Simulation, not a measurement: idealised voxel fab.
Process module in this document: voxel released beams
We display cut, a cross-section 255 nm in width whose square cells are each 5 nm.
Square cells in a grid make up a cross-section in this document, and the grid is given as bands, listed from the top down, each one or more rows of cells. Band: top height; bottom height; in nm. Then, left to right: material with width in nm, for each material. "full width": a single material spanning edge to edge. "blank": empty space. We count height from 0. Below that, the starting wafer is all one material. The lowest band never ends at the bottom but goes on down; see "from 0 down" for how that is written. The width entry "30 to 40" should be interpreted row by row: the top row of cells in the band takes the first number, the bottom row takes the second number, and the change between adjacent rows is uniform throughout. The designation "remains unaltered", where it is given for a processing step, indicates that no cell of the cross-section was altered in the course of that step. If an empty space has no open way to the top and is at least 8 cells in size, "Sealed-off cavities" lists it, written width x height at distance, where distance is measured from the left edge and every value is in nm. Where a step's line continues beyond its settings, the continuation is a remark by the simulator itself on that step. "overlay nm" on a masked step: distance the mask lay right of its planned place, negative for left.
[Planned process steps]
1,RECEIVE with material Si
2,CONFORMAL_DEP with material Al2O3, thk nm 5
3,DIRECTIONAL_DEP with material SiO2, thk nm 20
4,PATTERN with tone open, mask id ANCHOR, material resist, width nm 35, thk nm 20, overlay nm 0
5,DIRECTIONAL_ETCH with etch materials SiO2, depth nm 20
6,STRIP with etch materials resist
7,CONFORMAL_DEP with material SiN, thk nm 15
8,MASKED_ETCH with tone cover, mask id BEAM, width nm 120, etch materials SiN, depth nm 15, overlay nm 0
9,STRIP with etch materials SiO2
[Here's what the wafer looked like in cross-section when it arrived - that's after step 1]
> from 0 down = Si full width
> Sealed-off cavities: none
[Module complete - cross-section of the first of two wafers, run according to plan]
> from 40 to 25 = 65 nm blank; 20 nm SiN; 5 nm blank; 95 nm SiN; 70 nm blank
> from 25 to 20 = 70 nm blank; 15 nm SiN; 5 nm blank; 15 nm SiN; 150 nm blank
> from 20 to 5 = 70 nm blank; 35 nm SiN; 150 nm blank
> from 5 to 0 = Al2O3 full width
> from 0 down = Si full width
> Sealed-off cavities: none
[Same start, same plan as the first wafer - but one mistake in the run. Cross-section of the second of the two at the end of the module]
> from 35 to 20 = 65 nm blank; 20 nm SiN; 5 nm blank; 95 nm SiN; 70 nm blank
> from 20 to 15 = 70 nm blank; 15 nm SiN; 5 nm blank; 15 nm SiN; 150 nm blank
> from 15 to 0 = 70 nm blank; 35 nm SiN; 150 nm blank
> from 0 down = Si full width
> Sealed-off cavities: none
Want to know what went wrong? step 2 was left out
Final tally in cells, some materials are higher or lower on the second wafer than on the first: Al2O3 -51
